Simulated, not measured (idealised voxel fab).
You're looking at the process module voxel spacer lines.
190 nm wide, 5 nm square cells: that's cross-section cut.
In what follows, cross-sections appear as grids of square cells, described through bands that run from the top down, where every band is one or more rows of cells.
It is stipulated that each band's entry specify, in nanometres, the height of the top of the band and then that of its bottom, followed by the materials of the band in left-to-right sequence, each together with its width in nanometres. A single material marked by the word "full width" is understood to fill the band from edge to edge; the word "empty" is understood to denote empty space.
Basically, 0 is our baseline, since under it the wafer straight out of the box is all one material. The bottom band has no lower end and keeps on going down, so it looks like "0..down".
Per-row width for "30..40": begins at first number (top row of band), ends at second number (bottom row), increment between rows held constant.
When a step is marked "stayed the same", none of the cells in the cross-section changed during that step.
The list in "Sealed internal voids" covers empty spaces of 8 cells or more that cannot reach the top through any open way, and it gives each as width x height at distance; the distance is from the left edge, and width, height and distance are in nm.
Read whatever lies past the settings on a step's line as the simulator's own remark about the step.
A step's line can hold "overlay nm"; with a mask on that step, the setting says how far right of the planned place the mask lay, while a negative setting says it lay to the left.
THE PLANNED PROCESS STEPS ARE ENUMERATED HEREUNDER
- 1: RECEIVE | material Si
- 2: CONFORMAL_DEP | material Al2O3 | thk nm 10
- 3: DIRECTIONAL_DEP | material polySi | thk nm 10
- 4: DIRECTIONAL_DEP | material aC | thk nm 20
- 5: PATTERN | tone cover | mask id MANDREL | material resist | width nm 20 | pitch nm 70 | thk nm 25 | overlay nm 0
- 6: DIRECTIONAL_ETCH | etch materials aC | depth nm 20
- 7: STRIP | etch materials resist
- 8: CONFORMAL_DEP | material SiO2 | thk nm 15
- 9: DIRECTIONAL_ETCH | etch materials SiO2 | depth nm 15
- 10: STRIP | etch materials aC
- 11: DIRECTIONAL_ETCH | etch materials polySi | depth nm 10
- 12: STRIP | etch materials SiO2
- 13: FILL_DEP | material lowk | thk nm 10
- 14: CMP | height nm 20
INCOMING WAFER IN CROSS-SECTION (STATE: AFTER STEP 1)
> 0..down  Si full width
> Sealed internal voids: none
CROSS-SECTIONAL VIEW OF THE FIRST OF THE TWO WAFERS UPON COMPLETION OF THE MODULE, PROCESSED IN ACCORDANCE WITH THE PLAN
> 20..10  polySi 15 nm; lowk 20 nm; polySi 15 nm; lowk 20 nm; polySi 15 nm; lowk 20 nm; polySi 15 nm; lowk 20 nm; polySi 15 nm; lowk 20 nm; polySi 15 nm
> 10..0  Al2O3 full width
> 0..down  Si full width
> Sealed internal voids: none
WAFER TWO CROSS-SECTION, MODULE END. START AND PLAN UNCHANGED FROM WAFER ONE; ONE MISTAKE MADE DURING THE RUN
> 20..10  polySi 15 nm; lowk 20 nm; polySi 15 nm; lowk 20 nm; polySi 15 nm; lowk 20 nm; polySi 15 nm; lowk 20 nm; polySi 15 nm; lowk 20 nm; polySi 15 nm
> 10..0  lowk full width
> 0..down  Si full width
> Sealed internal voids: none
The plan and the run diverged here: heads up, step 2 didn't go per plan, it actually ran as CONFORMAL_DEP | material lowk | thk nm 10
The final cell counts differ between the wafers, with the second having more or fewer of some materials than the first: Al2O3: 76 fewer | lowk: 76 more
